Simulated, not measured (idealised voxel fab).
process module | voxel lift off
cross-section cut | 180 nm wide | cells 5 nm
A cross-section is a grid of square cells, given in bands from the top down. A band is one or more rows of cells.
Each band's line starts with the height of the band's top and of its bottom, in nm. Then come its materials from left to right, each with its width in nm. One material with "throughout" fills the band from edge to edge. "air" is empty space.
Height 0 is the level under which the wafer as received is all one material. The lowest band goes on downwards, as in "0 down".
A width such as "30 to 40" changes by the same amount from each row of cells to the next, from the band's top row to its bottom row.
"no change" after a step means that no cell of the cross-section changed.
closed voids: empty space of 8 cells or more with no open way to the top, each as width x height at its distance from the left edge, in nm
after a step's settings: what the simulator itself notes on the step
overlay nm, on a step with a mask: how far to the right of its planned place the mask lay; to the left if negative
plan
1 op RECEIVE | material Si
2 op CONFORMAL_DEP | material Al2O3 | thk nm 10
3 op PATTERN | tone open | mask id LINES | material resist | width nm 20 | pitch nm 40 | thk nm 20 | overlay nm 0
4 op DIRECTIONAL_DEP | material Ru | thk nm 10
5 op STRIP | etch materials resist
6 op CONFORMAL_DEP | material SiN | thk nm 10
as received, after step 1
  0 down: Si throughout
  closed voids: none
a wafer at the end: this start, this plan, one mistake
  30 to 20: air 10 | SiN 160 | air 10
  20 to 10: SiN throughout
  10 to 0: Al2O3 throughout
  0 down: Si throughout
  closed voids: none
what went wrong: step 4 ran as: op DIRECTIONAL_DEP | material SiN | thk nm 10
